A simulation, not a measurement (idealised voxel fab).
Documented hereafter: the process module known as voxel double patterning.
The figure presents cross-section cut, which has a width of 155 nm and is divided into square cells with an edge length of 5 nm.
A cross-section is written here as square cells arranged in a grid, and it is given in bands from the top down, each band taking up one or more rows of cells. The band entry comprises the height of the band's top followed by the height of its bottom, expressed in nm, and subsequently the band's materials from left to right, each stated together with its width in nm. Where a single material is marked with the word "everywhere", that material fills the band from edge to edge. The word "air" represents empty space. Heights are reckoned from 0. Under this level, the received wafer is all of one material. The bottommost band is open-ended downward, for example "from 0 down". A width such as "30..40" changes by the same amount from each row of cells to the next, from the band's top row to its bottom row. A step reported as "no alterations made" is a step in which no cell of the cross-section changed. "Unvented cavities": empty spaces of 8 cells or more with no open way to the top, each given as width x height at distance, distance from the left edge, all in nm. after a step's settings: what the simulator itself notes on the step. "overlay nm" on a masked step: distance the mask lay right of its planned place, negative for left.
LIST OF PLANNED PROCESS STEPS
1. RECEIVE: material Si
2. CONFORMAL_DEP: material SiO2, thk nm 10
3. DIRECTIONAL_DEP: material polySi, thk nm 15
4. DIRECTIONAL_DEP: material SiCN, thk nm 10
5. MASKED_ETCH: tone open, mask id FIRST, width nm 15, pitch nm 50, etch materials SiCN, depth nm 10, overlay nm 0
6. MASKED_ETCH: tone open, mask id SECOND, width nm 15, pitch nm 50, etch materials SiCN, depth nm 10, overlay nm 0
7. DIRECTIONAL_ETCH: etch materials polySi, depth nm 15
8. STRIP: etch materials SiCN
OF TWO WAFERS, THE FIRST: RUN ACCORDING TO PLAN
CROSS-SECTION, INCOMING MATERIAL, AFTER STEP 1
    from 0 down  Si everywhere
    Unvented cavities: none
WAFER SECTION VIEW AFTER PROCESSING STEP 2
    from 10 to 0  SiO2 everywhere
    Anything lower than 0 is untouched.
WAFER SECTION VIEW AFTER PROCESSING STEP 3
    from 25 to 10  polySi everywhere
    Anything lower than 10 is untouched.
WAFER SECTION VIEW AFTER PROCESSING STEP 4
    from 35 to 25  SiCN everywhere
    Anything lower than 25 is untouched.
WAFER SECTION VIEW AFTER PROCESSING STEP 5
    from 35 to 25  SiCN 20 nm; air 15 nm; SiCN 35 nm; air 15 nm; SiCN 35 nm; air 15 nm; SiCN 20 nm
    Anything lower than 25 is untouched.
WAFER SECTION VIEW AFTER PROCESSING STEP 6
    from 35 to 25  SiCN 20 nm; air 15 nm; SiCN 10 nm; air 15 nm; SiCN 10 nm; air 15 nm; SiCN 10 nm; air 15 nm; SiCN 10 nm; air 15 nm; SiCN 20 nm
    Anything lower than 25 is untouched.
WAFER SECTION VIEW AFTER PROCESSING STEP 7
    from 35 to 25  SiCN 20 nm; air 15 nm; SiCN 10 nm; air 15 nm; SiCN 10 nm; air 15 nm; SiCN 10 nm; air 15 nm; SiCN 10 nm; air 15 nm; SiCN 20 nm
    from 25 to 10  polySi 20 nm; air 15 nm; polySi 10 nm; air 15 nm; polySi 10 nm; air 15 nm; polySi 10 nm; air 15 nm; polySi 10 nm; air 15 nm; polySi 20 nm
    Anything lower than 10 is untouched.
WAFER SECTION VIEW AFTER PROCESSING STEP 8
    from 25 to 10  polySi 20 nm; air 15 nm; polySi 10 nm; air 15 nm; polySi 10 nm; air 15 nm; polySi 10 nm; air 15 nm; polySi 10 nm; air 15 nm; polySi 20 nm
    Anything lower than 10 is untouched.
WAFER TWO: LIKE WAFER ONE IN START AND PLAN, BUT WITH ONE MISTAKE IN EXECUTION; IDENTICAL UP TO AND INCLUDING STEP 7
Cross-section of the second wafer when, according to plan, step 8 should have finished: no alterations made
Heads up, the wafer didn't run the way we planned it: it should be noted that step 8 of the plan was omitted and was not performed
Wafer comparison, final, in cells, second relative to first, materials more or fewer: +32 SiCN
